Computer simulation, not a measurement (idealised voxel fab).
Process module, titled voxel plated lines
In the cross-section labelled cut, the width is 210 nm and each square cell is 5 nm.
Cross-section format: a grid of square cells, given as bands from top to bottom; each band is one or more rows of cells. For a band, the entry starts with two heights in nm, that of the top and then that of the bottom, and carries on with the band's materials in order from left to right, each alongside its width in nm; the word "all across" beside a single material means it fills the band edge to edge, and "empty" means empty space. Height reference: 0 = level under which incoming wafer is all one material. Lowest band: no bottom, runs on downward, e.g. "top 0, no bottom". With a width like "30->40", each row of cells in the band differs from the next by the same amount, the top row carrying the first number and the bottom row the second. "no modification" -> step changed no cross-section cell. "Sealed-off cavities": empty spaces of 8 cells or more with no open way to the top, each given as width x height at distance, distance from the left edge, all in nm. It should be noted that, on the line of a given step, the content following the step's settings is a remark produced by the simulator itself with respect to that step. "overlay nm", when on a step's line for a step with a mask, measures how far to the right of its planned place the mask lay; a negative measure means to the left.
Planned step list for the process
1. RECEIVE | material Si
2. CONFORMAL_DEP | material Al2O3 | thk nm 10
3. DIRECTIONAL_DEP | material TiN | thk nm 5
4. PATTERN | tone open | mask id LINES | material resist | width nm 25 | pitch nm 40 | thk nm 40 | overlay nm 0
5. EPI | material Ru | thk nm 10
6. EPI | material Ru | thk nm 10
7. EPI | material Ru | thk nm 10
8. STRIP | etch materials resist
9. DIRECTIONAL_ETCH | etch materials TiN | depth nm 5
10. CONFORMAL_DEP | material SiN | thk nm 10
First of two wafers, with the run carried out as planned
Cross-section of the wafer as it came to us, i.e., already through step 1
top 0, no bottom: Si all across
Sealed-off cavities: none
Wafer section view after processing step 2
top 10, bottom 0: Al2O3 all across
below 0: unchanged
Wafer section view after processing step 3
top 15, bottom 10: TiN all across
below 10: unchanged
Wafer section view after processing step 4
top 55, bottom 15: resist (70), then empty (25), then resist (15), then empty (25), then resist (75)
below 15: unchanged
Wafer section view after processing step 5
top 55, bottom 25: resist (70), then empty (25), then resist (15), then empty (25), then resist (75)
top 25, bottom 15: resist (70), then Ru (25), then resist (15), then Ru (25), then resist (75)
below 15: unchanged
Wafer section view after processing step 6
top 55, bottom 35: resist (70), then empty (25), then resist (15), then empty (25), then resist (75)
top 35, bottom 15: resist (70), then Ru (25), then resist (15), then Ru (25), then resist (75)
below 15: unchanged
Wafer section view after processing step 7
top 55, bottom 45: resist (70), then empty (25), then resist (15), then empty (25), then resist (75)
top 45, bottom 15: resist (70), then Ru (25), then resist (15), then Ru (25), then resist (75)
below 15: unchanged
Wafer section view after processing step 8
top 45, bottom 15: empty (70), then Ru (25), then empty (15), then Ru (25), then empty (75)
below 15: unchanged
Wafer section view after processing step 9
top 45, bottom 15: empty (70), then Ru (25), then empty (15), then Ru (25), then empty (75)
top 15, bottom 10: empty (70), then TiN (25), then empty (15), then TiN (25), then empty (75)
below 10: unchanged
Wafer section view after processing step 10
top 55, bottom 45: empty (60), then SiN (85), then empty (65)
top 45, bottom 20: empty (60), then SiN (10), then Ru (25), then SiN (15), then Ru (25), then SiN (10), then empty (65)
top 20, bottom 15: SiN (70), then Ru (25), then SiN (15), then Ru (25), then SiN (75)
top 15, bottom 10: SiN (70), then TiN (25), then SiN (15), then TiN (25), then SiN (75)
below 10: unchanged
The second wafer was prepared from the same starting point and under the same plan as the first; its processing contained one mistake, and it remains indistinguishable from the first wafer up to and including step 1
Second wafer, sectioned view, at step 2's planned end time
top 10, bottom 0: Ru all across
below 0: unchanged
Second wafer, sectioned view, at step 3's planned end time
top 15, bottom 10: TiN all across
below 10: unchanged
Second wafer, sectioned view, at step 4's planned end time
top 55, bottom 15: resist (70), then empty (25), then resist (15), then empty (25), then resist (75)
below 15: unchanged
Second wafer, sectioned view, at step 5's planned end time
top 55, bottom 25: resist (70), then empty (25), then resist (15), then empty (25), then resist (75)
top 25, bottom 15: resist (70), then Ru (25), then resist (15), then Ru (25), then resist (75)
below 15: unchanged
Second wafer, sectioned view, at step 6's planned end time
top 55, bottom 35: resist (70), then empty (25), then resist (15), then empty (25), then resist (75)
top 35, bottom 15: resist (70), then Ru (25), then resist (15), then Ru (25), then resist (75)
below 15: unchanged
Second wafer, sectioned view, at step 7's planned end time
top 55, bottom 45: resist (70), then empty (25), then resist (15), then empty (25), then resist (75)
top 45, bottom 15: resist (70), then Ru (25), then resist (15), then Ru (25), then resist (75)
below 15: unchanged
Second wafer, sectioned view, at step 8's planned end time
top 45, bottom 15: empty (70), then Ru (25), then empty (15), then Ru (25), then empty (75)
below 15: unchanged
Second wafer, sectioned view, at step 9's planned end time
top 45, bottom 15: empty (70), then Ru (25), then empty (15), then Ru (25), then empty (75)
top 15, bottom 10: empty (70), then TiN (25), then empty (15), then TiN (25), then empty (75)
below 10: unchanged
Second wafer, sectioned view, at step 10's planned end time
top 55, bottom 45: empty (60), then SiN (85), then empty (65)
top 45, bottom 20: empty (60), then SiN (10), then Ru (25), then SiN (15), then Ru (25), then SiN (10), then empty (65)
top 20, bottom 15: SiN (70), then Ru (25), then SiN (15), then Ru (25), then SiN (75)
top 15, bottom 10: SiN (70), then TiN (25), then SiN (15), then TiN (25), then SiN (75)
below 10: unchanged
Want to know what went wrong? step 2 did not use the planned setting and instead ran as CONFORMAL_DEP | material Ru | thk nm 10
Counted in cells at the end, the second wafer holds more or fewer of these materials than the first: 84 fewer of Al2O3 | 84 more of Ru
